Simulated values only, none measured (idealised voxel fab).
process module | voxel self aligned contacts
cross-section cut | 295 nm wide | cells 5 nm
A cross-section is a grid of square cells, given in bands from the top down. A band is one or more rows of cells.
Each band's line starts with the height of the band's top and of its bottom, in nm. Then come its materials from left to right, each with its width in nm. One material with "throughout" fills the band from edge to edge. "air" is empty space.
Height 0 is the level under which the wafer as received is all one material. The lowest band goes on downwards, as in "0 down".
A width such as "30 to 40" changes by the same amount from each row of cells to the next, from the band's top row to its bottom row.
"no change" after a step means that no cell of the cross-section changed.
closed voids: empty space of 8 cells or more with no open way to the top, each as width x height at its distance from the left edge, in nm
after a step's settings: what the simulator itself notes on the step
overlay nm, on a step with a mask: how far to the right of its planned place the mask lay; to the left if negative
plan
1 op RECEIVE | material Si
2 op CONFORMAL_DEP | material SiO2 | thk nm 5
3 op DIRECTIONAL_DEP | material polySi | thk nm 20
4 op DIRECTIONAL_DEP | material SiN | thk nm 20
5 op DIRECTIONAL_DEP | material aC | thk nm 10
6 op PATTERN | tone cover | mask id GATE | material resist | width nm 30 | pitch nm 75 | thk nm 25 | overlay nm 0
7 op DIRECTIONAL_ETCH | etch materials aC | depth nm 10
8 op STRIP | etch materials resist
9 op DIRECTIONAL_ETCH | etch materials SiN | depth nm 20
10 op DIRECTIONAL_ETCH | etch materials polySi | depth nm 20
11 op STRIP | etch materials aC
12 op CONFORMAL_DEP | material SiN | thk nm 10
13 op DIRECTIONAL_ETCH | etch materials SiN | depth nm 10
14 op FILL_DEP | material SiO2 | thk nm 20
15 op CMP | height nm 55
16 op DIRECTIONAL_DEP | material aC | thk nm 15
17 op PATTERN | tone open | mask id CONTACT | material resist | width nm 55 | thk nm 30 | overlay nm 0
18 op DIRECTIONAL_ETCH | etch materials aC | depth nm 15
19 op STRIP | etch materials resist
20 op DIRECTIONAL_ETCH | etch materials SiO2 | depth nm 55
21 op STRIP | etch materials aC
22 op CONFORMAL_DEP | material TiN | thk nm 5
23 op FILL_DEP | material W | thk nm 5
24 op CMP | height nm 55
25 op CONFORMAL_DEP | material SiN | thk nm 5
as received, after step 1
  0 down: Si throughout
  closed voids: none
a wafer at the end: this start, this plan, one mistake
  60 to 55: SiN throughout
  55 to 40: SiO2 120 | TiN 5 | W 45 | TiN 5 | SiO2 120
  40 to 35: SiO2 120 | TiN 10 | W 35 | TiN 10 | SiO2 120
  35 to 25: SiO2 95 | SiN 30 | TiN 5 | W 35 | TiN 5 | SiN 30 | SiO2 95
  25 to 5: SiO2 95 | polySi 30 | TiN 5 | W 35 | TiN 5 | polySi 30 | SiO2 95
  5 to 0: SiO2 125 | TiN 45 | SiO2 125
  0 down: Si throughout
  closed voids: none
what went wrong: step 12 was left out
